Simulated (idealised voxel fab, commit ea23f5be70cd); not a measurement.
Process module under the name voxel transistor to metal
For reference, the cross-section in this document is cut, with width 145 nm and square cells of 5 nm.
Format of a cross-section: grid, square cells. Given as bands. Order: top down. Band: one or more rows of cells. A band entry consists of two parts. The first gives the height of the band's top and the height of its bottom, in nm. The rest lists the band's materials from left to right, each with its width in nm. A single material labelled with the word "all across" fills the band from edge to edge, and the word "air" marks empty space. Heights are reckoned from 0. Under this level, the received wafer is all of one material. The bottommost band is open-ended downward, for example "0 down". A width such as "30->40" changes by the same amount from each row of cells to the next, from the band's top row to its bottom row. Step marked "nothing was modified"? Then no cell in the cross-section changed in it. The list in "Unvented internal voids" covers empty spaces of 8 cells or more that cannot reach the top through any open way, and it gives each as width x height at distance; the distance is from the left edge, and width, height and distance are in nm. What comes after the settings on a step's line is commentary from the simulator itself on that step. overlay nm: where the mask lay relative to plan, measured to the right, on steps with a mask; negatives go left.
### plan
1: RECEIVE | material Si
2: CONFORMAL_DEP | material SiO2 | thk nm 5
3: CONFORMAL_DEP | material SiN | thk nm 10
4: MASKED_ETCH | tone cover | mask id ACTIVE | width nm 95 | etch materials SiN | depth nm 10 | overlay nm 0
5: MASKED_ETCH | tone cover | mask id ACTIVE | width nm 95 | etch materials SiO2 | depth nm 5 | overlay nm 0
6: MASKED_ETCH | tone cover | mask id ACTIVE | width nm 95 | etch materials Si | depth nm 35 | overlay nm 0
7: OXIDIZE | depth nm 5
8: FILL_DEP | material SiO2 | thk nm 15
9: CMP | height nm 15
10: SELECTIVE_ETCH | etch materials SiO2 | depth nm 10
11: STRIP | etch materials SiN
12: SELECTIVE_ETCH | etch materials SiO2 | depth nm 5
13: OXIDIZE | depth nm 5
14: DIRECTIONAL_DEP | material polySi | thk nm 30
15: DIRECTIONAL_DEP | material SiCN | thk nm 10
16: MASKED_ETCH | tone cover | mask id GATE | width nm 25 | etch materials SiCN | depth nm 20 | overlay nm 0
17: MASKED_ETCH | tone cover | mask id GATE | width nm 25 | etch materials polySi | depth nm 40 | overlay nm 0
18: CONFORMAL_DEP | material SiN | thk nm 5
19: DIRECTIONAL_ETCH | etch materials SiN | depth nm 5
20: DIRECTIONAL_ETCH | etch materials SiO2 | depth nm 5
21: EPI | material SiGe | thk nm 5
22: FILL_DEP | material SiO2 | thk nm 5
23: CMP | height nm 40
24: DIRECTIONAL_DEP | material SiO2 | thk nm 10
25: PATTERN | tone open | mask id CONTACT | material resist | width nm 15 | pitch nm 70 | thk nm 20 | overlay nm 0
26: DIRECTIONAL_ETCH | etch materials SiO2 | depth nm 50
27: STRIP | etch materials resist
28: CONFORMAL_DEP | material TiN | thk nm 5
29: FILL_DEP | material W | thk nm 10
30: CMP | height nm 50
31: CONFORMAL_DEP | material SiCN | thk nm 5
32: DIRECTIONAL_DEP | material lowk | thk nm 25
33: DIRECTIONAL_DEP | material aC | thk nm 15
34: PATTERN | tone open | mask id METAL_1 | material resist | width nm 15 | pitch nm 70 | thk nm 30 | overlay nm 0
35: DIRECTIONAL_ETCH | etch materials aC | depth nm 15
36: STRIP | etch materials resist
37: DIRECTIONAL_ETCH | etch materials lowk | depth nm 25
38: DIRECTIONAL_ETCH | etch materials SiCN | depth nm 5
39: STRIP | etch materials aC
40: CONFORMAL_DEP | material TiN | thk nm 5
41: FILL_DEP | material Ru | thk nm 10
42: CMP | height nm 80
43: CONFORMAL_DEP | material SiCN | thk nm 5
44: DIRECTIONAL_DEP | material lowk | thk nm 35
45: PATTERN | tone open | mask id METAL_2 | material resist | width nm 15 | pitch nm 70 | thk nm 15 | overlay nm 0
46: DIRECTIONAL_ETCH | etch materials lowk | depth nm 20
47: STRIP | etch materials resist
48: MASKED_ETCH | tone open | mask id METAL_2_HOLES | width nm 15 | pitch nm 70 | etch materials lowk | depth nm 15 | overlay nm -15
49: MASKED_ETCH | tone open | mask id METAL_2_HOLES | width nm 15 | pitch nm 70 | etch materials SiCN | depth nm 5 | overlay nm 0
50: CONFORMAL_DEP | material TiN | thk nm 5
51: FILL_DEP | material Ru | thk nm 10
52: CMP | height nm 120
53: CONFORMAL_DEP | material SiN | thk nm 5
For clarity, it should be stated that the wafers under discussion commence in an identical condition and differ with respect to the overlay nm of step 48, the plan indicating the value that the first wafer had.
### The first of several wafers as received, shown in cross-section; this is its state after step 1
* 0 down: Si all across
* Unvented internal voids: none
### The figure below presents a cross-section of the first of several wafers at the conclusion of the module, following its last step, step 53
* 125 to 120: SiN all across
* 120 to 110: 15 nm lowk, 5 nm TiN, 20 nm Ru, 5 nm TiN, 40 nm lowk, 5 nm TiN, 20 nm Ru, 5 nm TiN, 30 nm lowk
* 110 to 105: 15 nm lowk, 20 nm TiN, 5 nm Ru, 5 nm TiN, 40 nm lowk, 20 nm TiN, 5 nm Ru, 5 nm TiN, 30 nm lowk
* 105 to 100: 30 nm lowk, 15 nm TiN, 55 nm lowk, 15 nm TiN, 30 nm lowk
* 100 to 85: lowk all across
* 85 to 80: SiCN all across
* 80 to 55: 30 nm lowk, 5 nm TiN, 5 nm Ru, 5 nm TiN, 55 nm lowk, 5 nm TiN, 5 nm Ru, 5 nm TiN, 30 nm lowk
* 55 to 50: 30 nm SiCN, 15 nm TiN, 55 nm SiCN, 15 nm TiN, 30 nm SiCN
* 50 to 40: 30 nm SiO2, 5 nm TiN, 5 nm W, 5 nm TiN, 55 nm SiO2, 5 nm TiN, 5 nm W, 5 nm TiN, 30 nm SiO2
* 40 to 30: 30 nm SiO2, 5 nm TiN, 5 nm W, 5 nm TiN, 10 nm SiO2, 5 nm SiN, 25 nm SiCN, 5 nm SiN, 10 nm SiO2, 5 nm TiN, 5 nm W, 5 nm TiN, 30 nm SiO2
* 30 to 5: 30 nm SiO2, 5 nm TiN, 5 nm W, 5 nm TiN, 10 nm SiO2, 5 nm SiN, 25 nm polySi, 5 nm SiN, 10 nm SiO2, 5 nm TiN, 5 nm W, 5 nm TiN, 30 nm SiO2
* 5 to 0: 30 nm SiO2, 15 nm TiN, 10 nm SiO2, 5 nm SiN, 25 nm polySi, 5 nm SiN, 10 nm SiO2, 15 nm TiN, 30 nm SiO2
* 0 to -5: 25 nm SiO2, 30 nm SiGe, 35 nm SiO2, 30 nm SiGe, 25 nm SiO2
* -5 to -40: 30 nm SiO2, 85 nm Si, 30 nm SiO2
* -40 down: Si all across
* Unvented internal voids: none
### Cross-section, module end, final of several wafers
* 125 to 120: SiN all across
* 120 to 110: 30 nm lowk, 5 nm TiN, 20 nm Ru, 5 nm TiN, 40 nm lowk, 5 nm TiN, 20 nm Ru, 5 nm TiN, 15 nm lowk
* 110 to 105: 30 nm lowk, 5 nm TiN, 5 nm Ru, 20 nm TiN, 40 nm lowk, 5 nm TiN, 5 nm Ru, 20 nm TiN, 15 nm lowk
* 105 to 100: 30 nm lowk, 15 nm TiN, 55 nm lowk, 15 nm TiN, 30 nm lowk
* 100 to 85: lowk all across
* 85 to 80: SiCN all across
* 80 to 55: 30 nm lowk, 5 nm TiN, 5 nm Ru, 5 nm TiN, 55 nm lowk, 5 nm TiN, 5 nm Ru, 5 nm TiN, 30 nm lowk
* 55 to 50: 30 nm SiCN, 15 nm TiN, 55 nm SiCN, 15 nm TiN, 30 nm SiCN
* 50 to 40: 30 nm SiO2, 5 nm TiN, 5 nm W, 5 nm TiN, 55 nm SiO2, 5 nm TiN, 5 nm W, 5 nm TiN, 30 nm SiO2
* 40 to 30: 30 nm SiO2, 5 nm TiN, 5 nm W, 5 nm TiN, 10 nm SiO2, 5 nm SiN, 25 nm SiCN, 5 nm SiN, 10 nm SiO2, 5 nm TiN, 5 nm W, 5 nm TiN, 30 nm SiO2
* 30 to 5: 30 nm SiO2, 5 nm TiN, 5 nm W, 5 nm TiN, 10 nm SiO2, 5 nm SiN, 25 nm polySi, 5 nm SiN, 10 nm SiO2, 5 nm TiN, 5 nm W, 5 nm TiN, 30 nm SiO2
* 5 to 0: 30 nm SiO2, 15 nm TiN, 10 nm SiO2, 5 nm SiN, 25 nm polySi, 5 nm SiN, 10 nm SiO2, 15 nm TiN, 30 nm SiO2
* 0 to -5: 25 nm SiO2, 30 nm SiGe, 35 nm SiO2, 30 nm SiGe, 25 nm SiO2
* -5 to -40: 30 nm SiO2, 85 nm Si, 30 nm SiO2
* -40 down: Si all across
* Unvented internal voids: none
### wafer rows; end of module; cells per material since receipt: (+) gained, (-) lost; then closed voids
overlay nm -15 | +28 Ru | -113 Si | +62 SiCN | +12 SiGe | +45 SiN | +275 SiO2 | +92 TiN | +18 W | +276 lowk | +30 polySi | Unvented internal voids: none
overlay nm -10 | +24 Ru | -113 Si | +60 SiCN | +12 SiGe | +45 SiN | +275 SiO2 | +98 TiN | +18 W | +276 lowk | +30 polySi | Unvented internal voids: none
overlay nm -5 | +20 Ru | -113 Si | +58 SiCN | +12 SiGe | +45 SiN | +275 SiO2 | +104 TiN | +18 W | +276 lowk | +30 polySi | Unvented internal voids: none
overlay nm 0 | +24 Ru | -113 Si | +56 SiCN | +12 SiGe | +45 SiN | +275 SiO2 | +102 TiN | +18 W | +276 lowk | +30 polySi | Unvented internal voids: none
overlay nm 5 | +20 Ru | -113 Si | +58 SiCN | +12 SiGe | +45 SiN | +275 SiO2 | +104 TiN | +18 W | +276 lowk | +30 polySi | Unvented internal voids: none
overlay nm 10 | +24 Ru | -113 Si | +60 SiCN | +12 SiGe | +45 SiN | +275 SiO2 | +98 TiN | +18 W | +276 lowk | +30 polySi | Unvented internal voids: none
overlay nm 15 | +28 Ru | -113 Si | +62 SiCN | +12 SiGe | +45 SiN | +275 SiO2 | +92 TiN | +18 W | +276 lowk | +30 polySi | Unvented internal voids: none
